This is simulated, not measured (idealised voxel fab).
Process module under the name voxel wiring stack
It is cross-section cut that appears here, measuring 165 nm in width, its square cells being 5 nm in size.
The cross-sections in this document take the form of a grid made of square cells. They are written out as bands, in order from top to bottom. Each band consists of one or more rows of cells. This entry defines a band. It first specifies the height of the band's top and the height of its bottom in nm, and then specifies the band's materials from left to right, stating each material with its width in nm. The word "throughout" identifies a single material that fills the band from edge to edge, while the word "blank" identifies empty space. Height 0 is the level under which the wafer as received is all one material. The lowest band goes on downwards, as in "0 -> down". So if you see something like "30..40" for the width, read it as the top row of the band sitting at the first number and the bottom row at the second, with every row in between moving by the same amount as the last. When a step is marked "no modifications", none of the cells in the cross-section changed during that step. "Enclosed void inventory" enumerates empty spaces isolated from the top, with no open way to it, that contain at least 8 cells, giving each as width x height at distance from the left edge, all three in nm. after a step's settings: what the simulator itself notes on the step. You can add "overlay nm" to a step's line. For a step with a mask, it describes how far the mask lay to the right of its planned position, and a negative number describes a lay to the left.

Process steps foreseen in the plan:
1. RECEIVE,material Si
2. CONFORMAL_DEP,material SiO2,thk nm 10
3. CONFORMAL_DEP,material SiCN,thk nm 5
4. DIRECTIONAL_DEP,material lowk,thk nm 20
5. MASKED_ETCH,tone open,mask id METAL_1,width nm 20,pitch nm 35,etch materials lowk,depth nm 20,overlay nm 0
6. MASKED_ETCH,tone open,mask id METAL_1,width nm 20,pitch nm 35,etch materials SiCN,depth nm 5,overlay nm 0
7. CONFORMAL_DEP,material TiN,thk nm 5
8. FILL_DEP,material Ru,thk nm 10
9. CMP,height nm 35
10. CONFORMAL_DEP,material SiCN,thk nm 5
11. DIRECTIONAL_DEP,material SiO2,thk nm 35
12. MASKED_ETCH,tone open,mask id METAL_2,width nm 20,pitch nm 35,etch materials SiO2,depth nm 20,overlay nm 0
13. MASKED_ETCH,tone open,mask id METAL_2_HOLES,width nm 15,pitch nm 70,etch materials SiO2,depth nm 15,overlay nm 0
14. MASKED_ETCH,tone open,mask id METAL_2_HOLES,width nm 15,pitch nm 70,etch materials SiCN,depth nm 5,overlay nm 0
15. CONFORMAL_DEP,material TiN,thk nm 5
16. FILL_DEP,material Cu,thk nm 5
17. CMP,height nm 75
18. CONFORMAL_DEP,material SiCN,thk nm 5

First wafer of two (run as planned):

As-received state of the wafer in cross-section, equivalent to post-step 1:
  0 -> down = Si throughout
  Enclosed void inventory: none

after step 2:
  10 -> 0 = SiO2 throughout
  All layers under 0 are left as they were.

after step 3:
  15 -> 10 = SiCN throughout
  All layers under 10 are left as they were.

after step 4:
  35 -> 15 = lowk throughout
  All layers under 15 are left as they were.

after step 5:
  35 -> 15 = lowk: 35  blank: 20  lowk: 15  blank: 20  lowk: 15  blank: 20  lowk: 40
  All layers under 15 are left as they were.

after step 6:
  35 -> 15 = lowk: 35  blank: 20  lowk: 15  blank: 20  lowk: 15  blank: 20  lowk: 40
  15 -> 10 = SiCN: 35  blank: 20  SiCN: 15  blank: 20  SiCN: 15  blank: 20  SiCN: 40
  All layers under 10 are left as they were.

after step 7:
  40 -> 35 = TiN: 40  blank: 10  TiN: 25  blank: 10  TiN: 25  blank: 10  TiN: 45
  35 -> 15 = lowk: 35  TiN: 5  blank: 10  TiN: 5  lowk: 15  TiN: 5  blank: 10  TiN: 5  lowk: 15  TiN: 5  blank: 10  TiN: 5  lowk: 40
  15 -> 10 = SiCN: 35  TiN: 20  SiCN: 15  TiN: 20  SiCN: 15  TiN: 20  SiCN: 40
  All layers under 10 are left as they were.

after step 8:
  50 -> 40 = Ru throughout
  40 -> 35 = TiN: 40  Ru: 10  TiN: 25  Ru: 10  TiN: 25  Ru: 10  TiN: 45
  35 -> 15 = lowk: 35  TiN: 5  Ru: 10  TiN: 5  lowk: 15  TiN: 5  Ru: 10  TiN: 5  lowk: 15  TiN: 5  Ru: 10  TiN: 5  lowk: 40
  All layers under 15 are left as they were.

after step 9:
  35 -> 15 = lowk: 35  TiN: 5  Ru: 10  TiN: 5  lowk: 15  TiN: 5  Ru: 10  TiN: 5  lowk: 15  TiN: 5  Ru: 10  TiN: 5  lowk: 40
  All layers under 15 are left as they were.

after step 10:
  40 -> 35 = SiCN throughout
  All layers under 35 are left as they were.

after step 11:
  75 -> 40 = SiO2 throughout
  All layers under 40 are left as they were.

after step 12:
  75 -> 55 = SiO2: 35  blank: 20  SiO2: 15  blank: 20  SiO2: 15  blank: 20  SiO2: 40
  All layers under 55 are left as they were.

after step 13:
  75 -> 55 = SiO2: 35  blank: 20  SiO2: 15  blank: 20  SiO2: 15  blank: 20  SiO2: 40
  55 -> 40 = SiO2: 35  blank: 15  SiO2: 55  blank: 15  SiO2: 45
  All layers under 40 are left as they were.

after step 14:
  75 -> 55 = SiO2: 35  blank: 20  SiO2: 15  blank: 20  SiO2: 15  blank: 20  SiO2: 40
  55 -> 40 = SiO2: 35  blank: 15  SiO2: 55  blank: 15  SiO2: 45
  40 -> 35 = SiCN: 35  blank: 15  SiCN: 55  blank: 15  SiCN: 45
  All layers under 35 are left as they were.

after step 15:
  80 -> 75 = TiN: 40  blank: 10  TiN: 25  blank: 10  TiN: 25  blank: 10  TiN: 45
  75 -> 60 = SiO2: 35  TiN: 5  blank: 10  TiN: 5  SiO2: 15  TiN: 5  blank: 10  TiN: 5  SiO2: 15  TiN: 5  blank: 10  TiN: 5  SiO2: 40
  60 -> 55 = SiO2: 35  TiN: 5  blank: 5  TiN: 10  SiO2: 15  TiN: 20  SiO2: 15  TiN: 5  blank: 5  TiN: 10  SiO2: 40
  55 -> 40 = SiO2: 35  TiN: 5  blank: 5  TiN: 5  SiO2: 55  TiN: 5  blank: 5  TiN: 5  SiO2: 45
  40 -> 35 = SiCN: 35  TiN: 15  SiCN: 55  TiN: 15  SiCN: 45
  All layers under 35 are left as they were.

after step 16:
  85 -> 80 = Cu throughout
  80 -> 75 = TiN: 40  Cu: 10  TiN: 25  Cu: 10  TiN: 25  Cu: 10  TiN: 45
  75 -> 60 = SiO2: 35  TiN: 5  Cu: 10  TiN: 5  SiO2: 15  TiN: 5  Cu: 10  TiN: 5  SiO2: 15  TiN: 5  Cu: 10  TiN: 5  SiO2: 40
  60 -> 55 = SiO2: 35  TiN: 5  Cu: 5  TiN: 10  SiO2: 15  TiN: 20  SiO2: 15  TiN: 5  Cu: 5  TiN: 10  SiO2: 40
  55 -> 40 = SiO2: 35  TiN: 5  Cu: 5  TiN: 5  SiO2: 55  TiN: 5  Cu: 5  TiN: 5  SiO2: 45
  All layers under 40 are left as they were.

after step 17:
  75 -> 60 = SiO2: 35  TiN: 5  Cu: 10  TiN: 5  SiO2: 15  TiN: 5  Cu: 10  TiN: 5  SiO2: 15  TiN: 5  Cu: 10  TiN: 5  SiO2: 40
  All layers under 60 are left as they were.

after step 18:
  80 -> 75 = SiCN throughout
  All layers under 75 are left as they were.

Second wafer, same starting state and plan as the first, one mistake in the run, identical through step 8:

Here is the second wafer in cross-section at the point where step 9 of the plan should have been done: no modifications

Here is the second wafer in cross-section at the point where step 10 of the plan should have been done:
  55 -> 50 = SiCN throughout
  All layers under 50 are left as they were.

Here is the second wafer in cross-section at the point where step 11 of the plan should have been done:
  90 -> 55 = SiO2 throughout
  All layers under 55 are left as they were.

Here is the second wafer in cross-section at the point where step 12 of the plan should have been done:
  90 -> 70 = SiO2: 35  blank: 20  SiO2: 15  blank: 20  SiO2: 15  blank: 20  SiO2: 40
  All layers under 70 are left as they were.

Here is the second wafer in cross-section at the point where step 13 of the plan should have been done:
  90 -> 70 = SiO2: 35  blank: 20  SiO2: 15  blank: 20  SiO2: 15  blank: 20  SiO2: 40
  70 -> 55 = SiO2: 35  blank: 15  SiO2: 55  blank: 15  SiO2: 45
  All layers under 55 are left as they were.

Here is the second wafer in cross-section at the point where step 14 of the plan should have been done:
  90 -> 70 = SiO2: 35  blank: 20  SiO2: 15  blank: 20  SiO2: 15  blank: 20  SiO2: 40
  70 -> 55 = SiO2: 35  blank: 15  SiO2: 55  blank: 15  SiO2: 45
  55 -> 50 = SiCN: 35  blank: 15  SiCN: 55  blank: 15  SiCN: 45
  All layers under 50 are left as they were.

Here is the second wafer in cross-section at the point where step 15 of the plan should have been done:
  95 -> 90 = TiN: 40  blank: 10  TiN: 25  blank: 10  TiN: 25  blank: 10  TiN: 45
  90 -> 75 = SiO2: 35  TiN: 5  blank: 10  TiN: 5  SiO2: 15  TiN: 5  blank: 10  TiN: 5  SiO2: 15  TiN: 5  blank: 10  TiN: 5  SiO2: 40
  75 -> 70 = SiO2: 35  TiN: 5  blank: 5  TiN: 10  SiO2: 15  TiN: 20  SiO2: 15  TiN: 5  blank: 5  TiN: 10  SiO2: 40
  70 -> 55 = SiO2: 35  TiN: 5  blank: 5  TiN: 5  SiO2: 55  TiN: 5  blank: 5  TiN: 5  SiO2: 45
  55 -> 50 = SiCN: 35  TiN: 15  SiCN: 55  TiN: 15  SiCN: 45
  All layers under 50 are left as they were.

Here is the second wafer in cross-section at the point where step 16 of the plan should have been done:
  100 -> 95 = Cu throughout
  95 -> 90 = TiN: 40  Cu: 10  TiN: 25  Cu: 10  TiN: 25  Cu: 10  TiN: 45
  90 -> 75 = SiO2: 35  TiN: 5  Cu: 10  TiN: 5  SiO2: 15  TiN: 5  Cu: 10  TiN: 5  SiO2: 15  TiN: 5  Cu: 10  TiN: 5  SiO2: 40
  75 -> 70 = SiO2: 35  TiN: 5  Cu: 5  TiN: 10  SiO2: 15  TiN: 20  SiO2: 15  TiN: 5  Cu: 5  TiN: 10  SiO2: 40
  70 -> 55 = SiO2: 35  TiN: 5  Cu: 5  TiN: 5  SiO2: 55  TiN: 5  Cu: 5  TiN: 5  SiO2: 45
  All layers under 55 are left as they were.

Here is the second wafer in cross-section at the point where step 17 of the plan should have been done:
  75 -> 70 = SiO2: 35  TiN: 5  Cu: 5  TiN: 10  SiO2: 15  TiN: 20  SiO2: 15  TiN: 5  Cu: 5  TiN: 10  SiO2: 40
  All layers under 70 are left as they were.

Here is the second wafer in cross-section at the point where step 18 of the plan should have been done:
  80 -> 75 = SiCN throughout
  All layers under 75 are left as they were.
Short version of what went wrong: the run left out plan step 9 entirely, so it was never executed
It is noted that, at the conclusion of processing, the second wafer exhibits a higher or lower cell count for certain materials relative to the first: -18 Cu; +72 Ru; -63 SiO2; +9 TiN
